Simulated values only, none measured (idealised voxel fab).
Documented hereafter: the process module known as voxel self aligned vias.
FYI the section here is cut, 220 nm wide, cells are 5 nm squares.
A cross-section is a grid of square cells, given in bands from the top down. A band is one or more rows of cells.
The band entry comprises the height of the band's top followed by the height of its bottom, expressed in nm, and subsequently the band's materials from left to right, each stated together with its width in nm. Where a single material is marked with the word "everywhere", that material fills the band from edge to edge. The word "blank" represents empty space.
The level at which height equals 0 is the one under which the wafer, as it arrives, is entirely one material. No lower edge exists for the bottom band, which continues downward and is notated as in "top 0, no bottom".
A width such as "30 to 40" changes by the same amount from each row of cells to the next, from the band's top row to its bottom row.
When a step is marked "all unchanged", none of the cells in the cross-section changed during that step.
The entry titled "Enclosed cavity list" provides the empty spaces that have no open way to the top, restricted to those of 8 cells or more. Each is presented as width x height at distance, the distance being measured from the left edge, with all three in nm.
If you see something after the settings on a step's line, that's the simulator's own remark about that step.
The "overlay nm" setting may appear on a step's line; for a step that uses a mask, it gives how far to the right of its planned position the mask lay, and a negative value indicates the left.
**This section lists the process steps that were planned**
1: RECEIVE: material Si
2: CONFORMAL_DEP: material SiO2, thk nm 15
3: CONFORMAL_DEP: material SiCN, thk nm 5
4: DIRECTIONAL_DEP: material lowk, thk nm 20
5: DIRECTIONAL_DEP: material aC, thk nm 10
6: PATTERN: tone open, mask id LINES, material resist, width nm 20, pitch nm 50, thk nm 25, overlay nm 0
7: DIRECTIONAL_ETCH: etch materials aC, depth nm 10
8: STRIP: etch materials resist
9: DIRECTIONAL_ETCH: etch materials lowk, depth nm 20
10: STRIP: etch materials aC
11: CONFORMAL_DEP: material TiN, thk nm 5
12: FILL_DEP: material W, thk nm 10
13: CMP: height nm 40
14: SELECTIVE_ETCH: etch materials W Ru TiN, depth nm 10
15: FILL_DEP: material SiN, thk nm 5
16: CMP: height nm 40
17: DIRECTIONAL_DEP: material lowk, thk nm 15
18: PATTERN: tone open, mask id VIAS, material resist, width nm 30, pitch nm 50, thk nm 15, overlay nm 0
19: DIRECTIONAL_ETCH: etch materials lowk, depth nm 15
20: DIRECTIONAL_ETCH: etch materials SiN, depth nm 10
21: STRIP: etch materials resist
22: CONFORMAL_DEP: material TiN, thk nm 5
23: FILL_DEP: material W, thk nm 10
24: CMP: height nm 55
25: CONFORMAL_DEP: material SiCN, thk nm 5
**Cross-section of the wafer upon arrival, representing the state reached after step 1**
- top 0, no bottom  Si everywhere
- Enclosed cavity list: none
**Look at the cross-section after the module: the wafer started out the way shown above and the plan was the one shown above, yet one mistake was made along the way**
- top 60, bottom 55  SiCN everywhere
- top 55, bottom 45  45 lowk; 5 TiN; 20 W; 5 TiN; 20 lowk; 5 TiN; 20 W; 5 TiN; 20 lowk; 5 TiN; 20 W; 5 TiN; 45 lowk
- top 45, bottom 40  45 lowk; 30 TiN; 20 lowk; 30 TiN; 20 lowk; 30 TiN; 45 lowk
- top 40, bottom 30  50 lowk; 5 SiCN; 10 TiN; 5 SiCN; 30 lowk; 5 SiCN; 10 TiN; 5 SiCN; 30 lowk; 5 SiCN; 10 TiN; 5 SiCN; 50 lowk
- top 30, bottom 25  50 lowk; 5 SiCN; 10 W; 5 SiCN; 30 lowk; 5 SiCN; 10 W; 5 SiCN; 30 lowk; 5 SiCN; 10 W; 5 SiCN; 50 lowk
- top 25, bottom 20  50 lowk; 20 SiCN; 30 lowk; 20 SiCN; 30 lowk; 20 SiCN; 50 lowk
- top 20, bottom 15  SiCN everywhere
- top 15, bottom 0  SiO2 everywhere
- top 0, no bottom  Si everywhere
- Enclosed cavity list: none
Processing error: note that step 11 departed from the planned setting and was carried out as CONFORMAL_DEP: material SiCN, thk nm 5
